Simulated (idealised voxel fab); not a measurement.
You're looking at the process module voxel self aligned contacts.
Cross-sectional view cut (width: 260 nm; square cell size: 5 nm).
Cross-section = grid of square cells, listed top down in bands; band = one or more rows. The band entry comprises the height of the band's top followed by the height of its bottom, expressed in nm, and subsequently the band's materials from left to right, each stated together with its width in nm. Where a single material is marked with the word "full width", that material fills the band from edge to edge. The word "air" represents empty space. Height 0 is the level under which the wafer as received is all one material. The lowest band goes on downwards, as in "from 0 down". A width such as "30->40" changes by the same amount from each row of cells to the next, from the band's top row to its bottom row. Reading "remained unchanged" for a step: not a cell of the cross-section changed in it. In "Enclosed void inventory" the enclosed voids are listed, meaning empty spaces of 8 cells or larger without any opening to the top. The form is width x height at distance, distance from the left edge, units nm. What comes after the settings on a step's line is commentary from the simulator itself on that step. overlay nm: mask right of planned place by this much (step with mask). Neg. = left.
The planned process steps are enumerated hereunder:
1 RECEIVE [material Si]
2 CONFORMAL_DEP [material SiO2] [thk nm 5]
3 DIRECTIONAL_DEP [material polySi] [thk nm 25]
4 DIRECTIONAL_DEP [material SiN] [thk nm 20]
5 DIRECTIONAL_DEP [material aC] [thk nm 10]
6 PATTERN [tone cover] [mask id GATE] [material resist] [width nm 25] [pitch nm 70] [thk nm 25] [overlay nm 0]
7 DIRECTIONAL_ETCH [etch materials aC] [depth nm 10]
8 STRIP [etch materials resist]
9 DIRECTIONAL_ETCH [etch materials SiN] [depth nm 20]
10 DIRECTIONAL_ETCH [etch materials polySi] [depth nm 25]
11 STRIP [etch materials aC]
12 CONFORMAL_DEP [material SiN] [thk nm 10]
13 DIRECTIONAL_ETCH [etch materials SiN] [depth nm 10]
14 FILL_DEP [material SiO2] [thk nm 15]
15 CMP [height nm 55]
16 MASKED_ETCH [tone open] [mask id CONTACT] [width nm 55] [etch materials SiO2] [depth nm 55] [overlay nm 0]
17 CONFORMAL_DEP [material TiN] [thk nm 5]
18 FILL_DEP [material W] [thk nm 5]
19 CMP [height nm 55]
20 CONFORMAL_DEP [material SiCN] [thk nm 5]
Cross-section of the wafer upon arrival, representing the state reached after step 1:
	from 0 down: Si full width
	Enclosed void inventory: none
End state of the module in cross-section, given the above starting point and plan and one mistake in execution:
	from 60 to 55: SiCN full width
	from 55 to 40: SiO2 70  SiN 45  TiN 5  W 15  TiN 5  SiN 45  SiO2 75
	from 40 to 20: SiO2 70  SiN 10  polySi 25  SiN 10  TiN 5  W 15  TiN 5  SiN 10  polySi 25  SiN 10  SiO2 75
	from 20 to 15: SiO2 70  SiN 10  polySi 25  SiN 10  TiN 25  SiN 10  polySi 25  SiN 10  SiO2 75
	from 15 to 5: polySi full width
	from 5 to 0: SiO2 full width
	from 0 down: Si full width
	Enclosed void inventory: none
Diagnosis: step 3 ran differently from the plan; actual operation with settings: DIRECTIONAL_DEP [material polySi] [thk nm 35]
